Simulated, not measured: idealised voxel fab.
You're looking at the process module voxel transistor to metal.
The figure presents cross-section cut, which has a width of 265 nm and is divided into square cells with an edge length of 5 nm.
Cross-section layout: square cells on a grid; listed as bands, top to bottom; a band spans one or more cell rows. This entry defines a band. It first specifies the height of the band's top and the height of its bottom in nm, and then specifies the band's materials from left to right, stating each material with its width in nm. The word "edge to edge" identifies a single material that fills the band from edge to edge, while the word "empty" identifies empty space. Heights are reckoned from 0. Under this level, the received wafer is all of one material. The bottommost band is open-ended downward, for example "z 0 and below". A width given as "30->40" starts at the first number in the band's top row and ends at the second number in its bottom row, shifting by an equal amount at every step from row to row. "nothing altered" (step): cross-section cells unchanged, all of them. Each empty space that has no open way to the top and spans at least 8 cells appears under "Enclosed void inventory" as width x height at distance, the distance counted from the left edge, all in nm. Post-settings text on a step line: simulator's own remark regarding the step. overlay nm, on a step with a mask: how far to the right of its planned place the mask lay; to the left if negative.

## So here's the lineup of process steps we planned
step 1: RECEIVE: material Si
step 2: OXIDIZE: depth nm 5
step 3: CONFORMAL_DEP: material SiN, thk nm 10
step 4: DIRECTIONAL_DEP: material aC, thk nm 15
step 5: PATTERN: tone cover, mask id ACTIVE, material resist, width nm 95, pitch nm 120, thk nm 30, overlay nm 0
step 6: DIRECTIONAL_ETCH: etch materials aC, depth nm 15
step 7: STRIP: etch materials resist
step 8: DIRECTIONAL_ETCH: etch materials SiN, depth nm 10
step 9: DIRECTIONAL_ETCH: etch materials SiO2, depth nm 5
step 10: DIRECTIONAL_ETCH: etch materials Si, depth nm 25
step 11: STRIP: etch materials aC
step 12: FILL_DEP: material SiO2, thk nm 10
step 13: CMP: height nm 10
step 14: SELECTIVE_ETCH: etch materials SiO2, depth nm 10
step 15: STRIP: etch materials SiN
step 16: SELECTIVE_ETCH: etch materials SiO2, depth nm 5
step 17: OXIDIZE: depth nm 5
step 18: DIRECTIONAL_DEP: material polySi, thk nm 30
step 19: DIRECTIONAL_DEP: material SiCN, thk nm 15
step 20: PATTERN: tone cover, mask id GATE, material resist, width nm 25, pitch nm 120, thk nm 20, overlay nm 0
step 21: DIRECTIONAL_ETCH: etch materials SiCN, depth nm 25
step 22: DIRECTIONAL_ETCH: etch materials polySi, depth nm 40
step 23: STRIP: etch materials resist
step 24: CONFORMAL_DEP: material SiN, thk nm 10
step 25: DIRECTIONAL_ETCH: etch materials SiN, depth nm 10
step 26: DIRECTIONAL_ETCH: etch materials SiO2, depth nm 5
step 27: DIRECTIONAL_ETCH: etch materials Si, depth nm 10
step 28: EPI: material pSi, thk nm 15
step 29: FILL_DEP: material SiO2, thk nm 10
step 30: CMP: height nm 40
step 31: DIRECTIONAL_DEP: material SiO2, thk nm 15
step 32: PATTERN: tone open, mask id CONTACT, material resist, width nm 25, pitch nm 60, thk nm 15, overlay nm 0
step 33: DIRECTIONAL_ETCH: etch materials SiO2, depth nm 60
step 34: STRIP: etch materials resist
step 35: CONFORMAL_DEP: material TiN, thk nm 5
step 36: FILL_DEP: material W, thk nm 5
step 37: CMP: height nm 55
step 38: CONFORMAL_DEP: material SiN, thk nm 5
step 39: DIRECTIONAL_DEP: material lowk, thk nm 20
step 40: PATTERN: tone open, mask id METAL_1, material resist, width nm 15, thk nm 20, overlay nm 0
step 41: DIRECTIONAL_ETCH: etch materials lowk, depth nm 20
step 42: DIRECTIONAL_ETCH: etch materials SiN, depth nm 5
step 43: STRIP: etch materials resist
step 44: CONFORMAL_DEP: material TiN, thk nm 5
step 45: FILL_DEP: material W, thk nm 10
step 46: CMP: height nm 80
step 47: CONFORMAL_DEP: material SiCN, thk nm 5
step 48: DIRECTIONAL_DEP: material SiO2, thk nm 30
step 49: MASKED_ETCH: tone open, mask id METAL_2, width nm 15, pitch nm 120, etch materials SiO2, depth nm 20, overlay nm 0
step 50: DIRECTIONAL_DEP: material aC, thk nm 10
step 51: PATTERN: tone open, mask id METAL_2_HOLES, material resist, width nm 15, pitch nm 120, thk nm 30, overlay nm 0
step 52: DIRECTIONAL_ETCH: etch materials aC, depth nm 10
step 53: STRIP: etch materials resist
step 54: DIRECTIONAL_ETCH: etch materials SiO2, depth nm 10
step 55: DIRECTIONAL_ETCH: etch materials SiCN, depth nm 5
step 56: STRIP: etch materials aC
step 57: CONFORMAL_DEP: material TiN, thk nm 5
step 58: FILL_DEP: material Cu, thk nm 10
step 59: CMP: height nm 115
step 60: CONFORMAL_DEP: material SiN, thk nm 5

## Received-state cross-section, reflecting completion of step 1
z 0 and below: Si edge to edge
Enclosed void inventory: none

## This is how the wafer looks in cross-section once the module is done, given the starting state and plan above and one mistake in carrying the plan out
z 120 to 115: SiN edge to edge
z 115 to 85: 30 nm SiO2, then 5 nm TiN, then 5 nm Cu, then 5 nm TiN, then 105 nm SiO2, then 5 nm TiN, then 5 nm Cu, then 5 nm TiN, then 100 nm SiO2
z 85 to 80: 30 nm SiCN, then 15 nm TiN, then 105 nm SiCN, then 15 nm TiN, then 100 nm SiCN
z 80 to 60: 30 nm lowk, then 5 nm TiN, then 5 nm W, then 5 nm TiN, then 55 nm lowk, then 5 nm TiN, then 5 nm W, then 5 nm TiN, then 35 nm lowk, then 5 nm TiN, then 5 nm W, then 5 nm TiN, then 55 nm lowk, then 5 nm TiN, then 5 nm W, then 5 nm TiN, then 30 nm lowk
z 60 to 55: 30 nm SiN, then 15 nm TiN, then 55 nm SiN, then 15 nm TiN, then 35 nm SiN, then 15 nm TiN, then 55 nm SiN, then 15 nm TiN, then 30 nm SiN
z 55 to 45: 30 nm SiO2, then 5 nm TiN, then 15 nm W, then 5 nm TiN, then 35 nm SiO2, then 5 nm TiN, then 15 nm W, then 5 nm TiN, then 35 nm SiO2, then 5 nm TiN, then 15 nm W, then 5 nm TiN, then 35 nm SiO2, then 5 nm TiN, then 15 nm W, then 5 nm TiN, then 30 nm SiO2
z 45 to 40: 30 nm SiO2, then 5 nm TiN, then 10 nm W, then 10 nm TiN, then 35 nm SiO2, then 10 nm TiN, then 10 nm W, then 5 nm TiN, then 35 nm SiO2, then 5 nm TiN, then 10 nm W, then 10 nm TiN, then 35 nm SiO2, then 10 nm TiN, then 10 nm W, then 5 nm TiN, then 30 nm SiO2
z 40 to 25: 30 nm SiO2, then 5 nm TiN, then 10 nm W, then 5 nm TiN, then 10 nm SiN, then 25 nm SiCN, then 10 nm SiN, then 5 nm TiN, then 10 nm W, then 5 nm TiN, then 35 nm SiO2, then 5 nm TiN, then 10 nm W, then 5 nm TiN, then 10 nm SiN, then 25 nm SiCN, then 10 nm SiN, then 5 nm TiN, then 10 nm W, then 5 nm TiN, then 30 nm SiO2
z 25 to 15: 30 nm SiO2, then 5 nm TiN, then 10 nm W, then 5 nm TiN, then 10 nm SiN, then 25 nm polySi, then 10 nm SiN, then 5 nm TiN, then 10 nm W, then 5 nm TiN, then 35 nm SiO2, then 5 nm TiN, then 10 nm W, then 5 nm TiN, then 10 nm SiN, then 25 nm polySi, then 10 nm SiN, then 5 nm TiN, then 10 nm W, then 5 nm TiN, then 30 nm SiO2
z 15 to 10: 30 nm SiO2, then 20 nm TiN, then 10 nm SiN, then 25 nm polySi, then 10 nm SiN, then 20 nm TiN, then 35 nm SiO2, then 20 nm TiN, then 10 nm SiN, then 25 nm polySi, then 10 nm SiN, then 20 nm TiN, then 30 nm SiO2
z 10 to 5: 50 nm SiO2, then 10 nm SiN, then 25 nm polySi, then 10 nm SiN, then 75 nm SiO2, then 10 nm SiN, then 25 nm polySi, then 10 nm SiN, then 50 nm SiO2
z 5 to -5: 35 nm SiO2, then 15 nm pSi, then 10 nm SiN, then 25 nm polySi, then 10 nm SiN, then 15 nm pSi, then 45 nm SiO2, then 15 nm pSi, then 10 nm SiN, then 25 nm polySi, then 10 nm SiN, then 15 nm pSi, then 35 nm SiO2
z -5 to -10: 20 nm SiO2, then 30 nm pSi, then 45 nm SiO2, then 30 nm pSi, then 15 nm SiO2, then 30 nm pSi, then 45 nm SiO2, then 30 nm pSi, then 20 nm SiO2
z -10 to -20: 25 nm SiO2, then 25 nm pSi, then 45 nm Si, then 25 nm pSi, then 25 nm SiO2, then 25 nm pSi, then 45 nm Si, then 25 nm pSi, then 25 nm SiO2
z -20 to -30: 25 nm SiO2, then 95 nm Si, then 25 nm SiO2, then 95 nm Si, then 25 nm SiO2
z -30 and below: Si edge to edge
Enclosed void inventory: none
It is concluded that the wafer was processed incorrectly with respect to the plan, in that yeah, plan step 31 got run twice
